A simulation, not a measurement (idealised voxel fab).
process module | voxel ribs on slabs
cross-section cut | 210 nm wide | cells 5 nm
A cross-section is a grid of square cells, given in bands from the top down. A band is one or more rows of cells.
Each band's line starts with the height of the band's top and of its bottom, in nm. Then come its materials from left to right, each with its width in nm. One material with "throughout" fills the band from edge to edge. "air" is empty space.
Height 0 is the level under which the wafer as received is all one material. The lowest band goes on downwards, as in "0 down".
A width such as "30 to 40" changes by the same amount from each row of cells to the next, from the band's top row to its bottom row.
"no change" after a step means that no cell of the cross-section changed.
closed voids: empty space of 8 cells or more with no open way to the top, each as width x height at its distance from the left edge, in nm
after a step's settings: what the simulator itself notes on the step
overlay nm, on a step with a mask: how far to the right of its planned place the mask lay; to the left if negative
plan
1 op RECEIVE | material Si
2 op DIRECTIONAL_DEP | material SiO2 | thk nm 20
3 op DIRECTIONAL_DEP | material polySi | thk nm 15
4 op PATTERN | tone cover | mask id RIB | material resist | width nm 15 | thk nm 15 | overlay nm 0
5 op DIRECTIONAL_ETCH | etch materials polySi | depth nm 10
6 op STRIP | etch materials resist
7 op MASKED_ETCH | tone cover | mask id SLAB | width nm 65 | etch materials polySi | depth nm 5 | overlay nm 0
8 op FILL_DEP | material SiO2 | thk nm 15
9 op CMP | height nm 45
10 op DIRECTIONAL_DEP | material W | thk nm 10
11 op DIRECTIONAL_DEP | material aC | thk nm 10
12 op PATTERN | tone cover | mask id HEATER | material resist | width nm 25 | thk nm 25 | overlay nm 0
13 op DIRECTIONAL_ETCH | etch materials aC | depth nm 10
14 op STRIP | etch materials resist
15 op DIRECTIONAL_ETCH | etch materials W | depth nm 10
16 op STRIP | etch materials aC
17 op CONFORMAL_DEP | material SiN | thk nm 5
first wafer, as planned
as received, after step 1
  0 down: Si throughout
  closed voids: none
after step 2
  20 to 0: SiO2 throughout
  below 0: unchanged
after step 3
  35 to 20: polySi throughout
  below 20: unchanged
after step 4
  50 to 35: air 95 | resist 15 | air 100
  below 35: unchanged
after step 5
  50 to 35: air 95 | resist 15 | air 100
  35 to 25: air 95 | polySi 15 | air 100
  below 25: unchanged
after step 6
  35 to 25: air 95 | polySi 15 | air 100
  below 25: unchanged
after step 7
  35 to 25: air 95 | polySi 15 | air 100
  25 to 20: air 70 | polySi 65 | air 75
  below 20: unchanged
after step 8
  50 to 35: SiO2 throughout
  35 to 25: SiO2 95 | polySi 15 | SiO2 100
  25 to 20: SiO2 70 | polySi 65 | SiO2 75
  below 20: unchanged
after step 9
  45 to 35: SiO2 throughout
  below 35: unchanged
after step 10
  55 to 45: W throughout
  below 45: unchanged
after step 11
  65 to 55: aC throughout
  below 55: unchanged
after step 12
  90 to 65: air 90 | resist 25 | air 95
  below 65: unchanged
after step 13
  80 to 65: air 90 | resist 25 | air 95
  65 to 55: air 90 | aC 25 | air 95
  below 55: unchanged
after step 14
  65 to 55: air 90 | aC 25 | air 95
  below 55: unchanged
after step 15
  65 to 55: air 90 | aC 25 | air 95
  55 to 45: air 90 | W 25 | air 95
  below 45: unchanged
after step 16
  55 to 45: air 90 | W 25 | air 95
  below 45: unchanged
after step 17
  60 to 55: air 85 | SiN 35 | air 90
  55 to 50: air 85 | SiN 5 | W 25 | SiN 5 | air 90
  50 to 45: SiN 90 | W 25 | SiN 95
  below 45: unchanged
second wafer: like start, like plan, one mistake. Through step 16 it matches the first wafer
when step 17 should have ended: no change
what went wrong: step 17 was left out
at the end the second wafer has, in cells: 46 fewer of SiN
